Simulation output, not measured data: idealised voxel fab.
Title: Process Module voxel gate over fins
Cross-section cut spans 255 nm and uses square cells 5 nm in size.
Reading order for cross-sections: top band down to bottom band. Underlying form: a grid of square cells. Band size: one or more rows of cells. Heights first: top, then bottom, in nm. Then materials, left to right, each with a width in nm. "throughout" on a single material: fills the band edge to edge. "empty": empty space. Measure heights from 0. That's the level where, below it, the as-received wafer is all one material. The lowest band is bottomless and extends downward; write it as in "0 and below". Width: "30->40" (first number = top row, second number = bottom row, same change from row to row of cells). Step marked "stayed the same"? Then no cell in the cross-section changed in it. Reported under the label "Sealed void list" are the empty spaces having no open way to the top and comprising 8 cells or more; the notation for each is width x height at distance, in which the distance is measured from the left edge and all three values are in nm. What comes after the settings on a step's line is commentary from the simulator itself on that step. overlay nm: right-of-plan distance of the mask on a masked step; negative values mean left-of-plan. What follows is a series of pairs. Each pair shows a cross-section before one process step and the cross-section after it, and the after view is drawn only down to the lowest band that changed. Beneath each pair is the step that lies between the two, with its settings. Pairs may come from different runs of this module on the same starting wafer, so a pair continues from the one above it only where its entry headed "Status before step" says so.
### Status before step
* 10 down to 5 | empty 75 nm | TiN 35 nm | empty 10 nm | TiN 35 nm | empty 10 nm | TiN 35 nm | empty 55 nm
* 5 down to 0 | empty 75 nm | TiN 5 nm | HfO2 25 nm | TiN 5 nm | empty 10 nm | TiN 5 nm | HfO2 25 nm | TiN 5 nm | empty 10 nm | TiN 5 nm | HfO2 25 nm | TiN 5 nm | empty 55 nm
* 0 down to -5 | empty 75 nm | TiN 5 nm | HfO2 5 nm | Si 15 nm | HfO2 5 nm | TiN 5 nm | empty 10 nm | TiN 5 nm | HfO2 5 nm | Si 15 nm | HfO2 5 nm | TiN 5 nm | empty 10 nm | TiN 5 nm | HfO2 5 nm | Si 15 nm | HfO2 5 nm | TiN 5 nm | empty 55 nm
* -5 down to -10 | TiN 80 nm | HfO2 5 nm | Si 15 nm | HfO2 5 nm | TiN 20 nm | HfO2 5 nm | Si 15 nm | HfO2 5 nm | TiN 20 nm | HfO2 5 nm | Si 15 nm | HfO2 5 nm | TiN 60 nm
* -10 down to -15 | HfO2 85 nm | Si 15 nm | HfO2 30 nm | Si 15 nm | HfO2 30 nm | Si 15 nm | HfO2 65 nm
* -15 down to -40 | SiO2 85 nm | Si 15 nm | SiO2 30 nm | Si 15 nm | SiO2 30 nm | Si 15 nm | SiO2 65 nm
* -40 and below | Si throughout
* Sealed void list: none
### Sectional View, Post-Process
* 25 down to 10 | W throughout
* 10 down to 5 | W 75 nm | TiN 35 nm | W 10 nm | TiN 35 nm | W 10 nm | TiN 35 nm | W 55 nm
* 5 down to 0 | W 75 nm | TiN 5 nm | HfO2 25 nm | TiN 5 nm | W 10 nm | TiN 5 nm | HfO2 25 nm | TiN 5 nm | W 10 nm | TiN 5 nm | HfO2 25 nm | TiN 5 nm | W 55 nm
* 0 down to -5 | W 75 nm | TiN 5 nm | HfO2 5 nm | Si 15 nm | HfO2 5 nm | TiN 5 nm | W 10 nm | TiN 5 nm | HfO2 5 nm | Si 15 nm | HfO2 5 nm | TiN 5 nm | W 10 nm | TiN 5 nm | HfO2 5 nm | Si 15 nm | HfO2 5 nm | TiN 5 nm | W 55 nm
* Rest of section, below -5: as before.
* Sealed void list: none
Which step turns the before cross-section above into the after cross-section? op FILL_DEP | material W | thk nm 15
Status before step: see preceding pair, after cross-section.
### Sectional View, Post-Process
* 20 down to 10 | W throughout
* Rest of section, below 10: as before.
* Sealed void list: none
Which step turns the before cross-section above into the after cross-section? op CMP | height nm 20
Status before step: see preceding pair, after cross-section.
### Sectional View, Post-Process
* 25 down to 20 | SiN throughout
* Rest of section, below 20: as before.
* Sealed void list: none
Which step turns the before cross-section above into the after cross-section? op CONFORMAL_DEP | material SiN | thk nm 5
### Status before step
* 0 and below | Si throughout
* Sealed void list: none
### Sectional View, Post-Process
* 10 down to 0 | W throughout
* Rest of section, below 0: as before.
* Sealed void list: none
Which step turns the before cross-section above into the after cross-section? op CONFORMAL_DEP | material W | thk nm 10
Status before step: see preceding pair, after cross-section.
### Sectional View, Post-Process
* 20 down to 10 | aC throughout
* Rest of section, below 10: as before.
* Sealed void list: none
Which step turns the before cross-section above into the after cross-section? op DIRECTIONAL_DEP | material aC | thk nm 10
Status before step: see preceding pair, after cross-section.
### Sectional View, Post-Process
* 45 down to 20 | empty 75 nm | resist 15 nm | empty 30 nm | resist 15 nm | empty 30 nm | resist 15 nm | empty 75 nm
* Rest of section, below 20: as before.
* Sealed void list: none
Which step turns the before cross-section above into the after cross-section? op PATTERN | tone cover | mask id FINS | material resist | width nm 15 | pitch nm 45 | thk nm 25 | overlay nm 0
Status before step: see preceding pair, after cross-section.
### Sectional View, Post-Process
* 35 down to 20 | empty 75 nm | resist 15 nm | empty 30 nm | resist 15 nm | empty 30 nm | resist 15 nm | empty 75 nm
* 20 down to 10 | empty 75 nm | aC 15 nm | empty 30 nm | aC 15 nm | empty 30 nm | aC 15 nm | empty 75 nm
* Rest of section, below 10: as before.
* Sealed void list: none
Which step turns the before cross-section above into the after cross-section? op DIRECTIONAL_ETCH | etch materials aC | depth nm 10
Status before step: see preceding pair, after cross-section.
### Sectional View, Post-Process
* 20 down to 10 | empty 75 nm | aC 15 nm | empty 30 nm | aC 15 nm | empty 30 nm | aC 15 nm | empty 75 nm
* Rest of section, below 10: as before.
* Sealed void list: none
Which step turns the before cross-section above into the after cross-section? op STRIP | etch materials resist
Status before step: see preceding pair, after cross-section.
### Sectional View, Post-Process
* 10 down to 0 | W throughout
* Rest of section, below 0: as before.
* Sealed void list: none
Which step turns the before cross-section above into the after cross-section? op STRIP | etch materials aC
Status before step: see preceding pair, after cross-section.
### Sectional View, Post-Process
* 15 down to 10 | SiO2 throughout
* Rest of section, below 10: as before.
* Sealed void list: none
Which step turns the before cross-section above into the after cross-section? op FILL_DEP | material SiO2 | thk nm 5
Status before step: see preceding pair, after cross-section.
### Sectional View, Post-Process
* 10 down to 0 | W throughout
* Rest of section, below 0: as before.
* Sealed void list: none
Which step turns the before cross-section above into the after cross-section? op CMP | height nm 10
Status before step: see preceding pair, after cross-section.
### Sectional View, Post-Process
* 15 down to 10 | HfO2 throughout
* Rest of section, below 10: as before.
* Sealed void list: none
Which step turns the before cross-section above into the after cross-section? op CONFORMAL_DEP | material HfO2 | thk nm 5
Status before step: see preceding pair, after cross-section.
### Sectional View, Post-Process
* 20 down to 15 | TiN throughout
* Rest of section, below 15: as before.
* Sealed void list: none
Which step turns the before cross-section above into the after cross-section? op CONFORMAL_DEP | material TiN | thk nm 5
Status before step: see preceding pair, after cross-section.
### Sectional View, Post-Process
* 35 down to 20 | W throughout
* Rest of section, below 20: as before.
* Sealed void list: none
Which step turns the before cross-section above into the after cross-section? op FILL_DEP | material W | thk nm 15
Status before step: see preceding pair, after cross-section.
### Sectional View, Post-Process
* 20 down to 15 | TiN throughout
* Rest of section, below 15: as before.
* Sealed void list: none
Which step turns the before cross-section above into the after cross-section? op CMP | height nm 20
Status before step: see preceding pair, after cross-section.
### Sectional View, Post-Process
* 25 down to 20 | SiN throughout
* Rest of section, below 20: as before.
* Sealed void list: none
Which step turns the before cross-section above into the after cross-section? op CONFORMAL_DEP | material SiN | thk nm 5
### Status before step
* 20 down to 10 | aC throughout
* 10 down to 0 | SiN throughout
* 0 and below | Si throughout
* Sealed void list: none
### Sectional View, Post-Process
* 45 down to 20 | resist 75 nm | empty 15 nm | resist 30 nm | empty 15 nm | resist 30 nm | empty 15 nm | resist 75 nm
* Rest of section, below 20: as before.
* Sealed void list: none
Which step turns the before cross-section above into the after cross-section? op PATTERN | tone open | mask id FINS | material resist | width nm 15 | pitch nm 45 | thk nm 25 | overlay nm 0
Status before step: see preceding pair, after cross-section.
### Sectional View, Post-Process
* 35 down to 20 | resist 75 nm | empty 15 nm | resist 30 nm | empty 15 nm | resist 30 nm | empty 15 nm | resist 75 nm
* 20 down to 10 | aC 75 nm | empty 15 nm | aC 30 nm | empty 15 nm | aC 30 nm | empty 15 nm | aC 75 nm
* Rest of section, below 10: as before.
* Sealed void list: none
Which step turns the before cross-section above into the after cross-section? op DIRECTIONAL_ETCH | etch materials aC | depth nm 10
Status before step: see preceding pair, after cross-section.
### Sectional View, Post-Process
* 20 down to 10 | aC 75 nm | empty 15 nm | aC 30 nm | empty 15 nm | aC 30 nm | empty 15 nm | aC 75 nm
* Rest of section, below 10: as before.
* Sealed void list: none
Which step turns the before cross-section above into the after cross-section? op STRIP | etch materials resist
Status before step: see preceding pair, after cross-section.
### Sectional View, Post-Process
* 20 down to 10 | aC 75 nm | empty 15 nm | aC 30 nm | empty 15 nm | aC 30 nm | empty 15 nm | aC 75 nm
* 10 down to 0 | SiN 75 nm | empty 15 nm | SiN 30 nm | empty 15 nm | SiN 30 nm | empty 15 nm | SiN 75 nm
* Rest of section, below 0: as before.
* Sealed void list: none
Which step turns the before cross-section above into the after cross-section? op DIRECTIONAL_ETCH | etch materials SiN | depth nm 10
Status before step: see preceding pair, after cross-section.
### Sectional View, Post-Process
* 20 down to 10 | aC 75 nm | empty 15 nm | aC 30 nm | empty 15 nm | aC 30 nm | empty 15 nm | aC 75 nm
* 10 down to 0 | SiN 75 nm | empty 15 nm | SiN 30 nm | empty 15 nm | SiN 30 nm | empty 15 nm | SiN 75 nm
* 0 down to -40 | Si 75 nm | empty 15 nm | Si 30 nm | empty 15 nm | Si 30 nm | empty 15 nm | Si 75 nm
* Rest of section, below -40: as before.
* Sealed void list: none
Which step turns the before cross-section above into the after cross-section? op DIRECTIONAL_ETCH | etch materials Si | depth nm 40
Status before step: see preceding pair, after cross-section.
### Sectional View, Post-Process
* 10 down to 0 | SiN 75 nm | empty 15 nm | SiN 30 nm | empty 15 nm | SiN 30 nm | empty 15 nm | SiN 75 nm
* Rest of section, below 0: as before.
* Sealed void list: none
Which step turns the before cross-section above into the after cross-section? op STRIP | etch materials aC
Status before step: see preceding pair, after cross-section.
### Sectional View, Post-Process
* 15 down to 10 | SiO2 throughout
* 10 down to 0 | SiN 75 nm | SiO2 15 nm | SiN 30 nm | SiO2 15 nm | SiN 30 nm | SiO2 15 nm | SiN 75 nm
* 0 down to -40 | Si 75 nm | SiO2 15 nm | Si 30 nm | SiO2 15 nm | Si 30 nm | SiO2 15 nm | Si 75 nm
* Rest of section, below -40: as before.
* Sealed void list: none
Which step turns the before cross-section above into the after cross-section? op FILL_DEP | material SiO2 | thk nm 5
Status before step: see preceding pair, after cross-section.
### Sectional View, Post-Process
* 10 down to 0 | SiN 75 nm | SiO2 15 nm | SiN 30 nm | SiO2 15 nm | SiN 30 nm | SiO2 15 nm | SiN 75 nm
* Rest of section, below 0: as before.
* Sealed void list: none
Which step turns the before cross-section above into the after cross-section? op CMP | height nm 10
Status before step: see preceding pair, after cross-section.
### Sectional View, Post-Process
* 10 down to 0 | SiN 75 nm | empty 15 nm | SiN 30 nm | empty 15 nm | SiN 30 nm | empty 15 nm | SiN 75 nm
* 0 down to -15 | Si 75 nm | empty 15 nm | Si 30 nm | empty 15 nm | Si 30 nm | empty 15 nm | Si 75 nm
* Rest of section, below -15: as before.
* Sealed void list: none
Which step turns the before cross-section above into the after cross-section? op SELECTIVE_ETCH | etch materials SiO2 | depth nm 25
Status before step: see preceding pair, after cross-section.
### Sectional View, Post-Process
* 0 down to -15 | Si 75 nm | empty 15 nm | Si 30 nm | empty 15 nm | Si 30 nm | empty 15 nm | Si 75 nm
* Rest of section, below -15: as before.
* Sealed void list: none
Which step turns the before cross-section above into the after cross-section? op STRIP | etch materials SiN
Status before step: see preceding pair, after cross-section.
### Sectional View, Post-Process
* 5 down to 0 | HfO2 80 nm | empty 5 nm | HfO2 40 nm | empty 5 nm | HfO2 40 nm | empty 5 nm | HfO2 80 nm
* 0 down to -10 | Si 75 nm | HfO2 5 nm | empty 5 nm | HfO2 5 nm | Si 30 nm | HfO2 5 nm | empty 5 nm | HfO2 5 nm | Si 30 nm | HfO2 5 nm | empty 5 nm | HfO2 5 nm | Si 75 nm
* -10 down to -15 | Si 75 nm | HfO2 15 nm | Si 30 nm | HfO2 15 nm | Si 30 nm | HfO2 15 nm | Si 75 nm
* Rest of section, below -15: as before.
* Sealed void list: none
Which step turns the before cross-section above into the after cross-section? op CONFORMAL_DEP | material HfO2 | thk nm 5
Status before step: see preceding pair, after cross-section.
### Sectional View, Post-Process
* 10 down to 5 | TiN throughout
* 5 down to 0 | HfO2 80 nm | TiN 5 nm | HfO2 40 nm | TiN 5 nm | HfO2 40 nm | TiN 5 nm | HfO2 80 nm
* 0 down to -10 | Si 75 nm | HfO2 5 nm | TiN 5 nm | HfO2 5 nm | Si 30 nm | HfO2 5 nm | TiN 5 nm | HfO2 5 nm | Si 30 nm | HfO2 5 nm | TiN 5 nm | HfO2 5 nm | Si 75 nm
* Rest of section, below -10: as before.
* Sealed void list: none
Which step turns the before cross-section above into the after cross-section? op CONFORMAL_DEP | material TiN | thk nm 5
Status before step: see preceding pair, after cross-section.
### Sectional View, Post-Process
* 25 down to 10 | W throughout
* Rest of section, below 10: as before.
* Sealed void list: none
Which step turns the before cross-section above into the after cross-section? op FILL_DEP | material W | thk nm 15
Status before step: see preceding pair, after cross-section.
### Sectional View, Post-Process
* 20 down to 10 | W throughout
* Rest of section, below 10: as before.
* Sealed void list: none
Which step turns the before cross-section above into the after cross-section? op CMP | height nm 20
Status before step: see preceding pair, after cross-section.
### Sectional View, Post-Process
* 25 down to 20 | SiN throughout
* Rest of section, below 20: as before.
* Sealed void list: none
Which step turns the before cross-section above into the after cross-section? op CONFORMAL_DEP | material SiN | thk nm 5
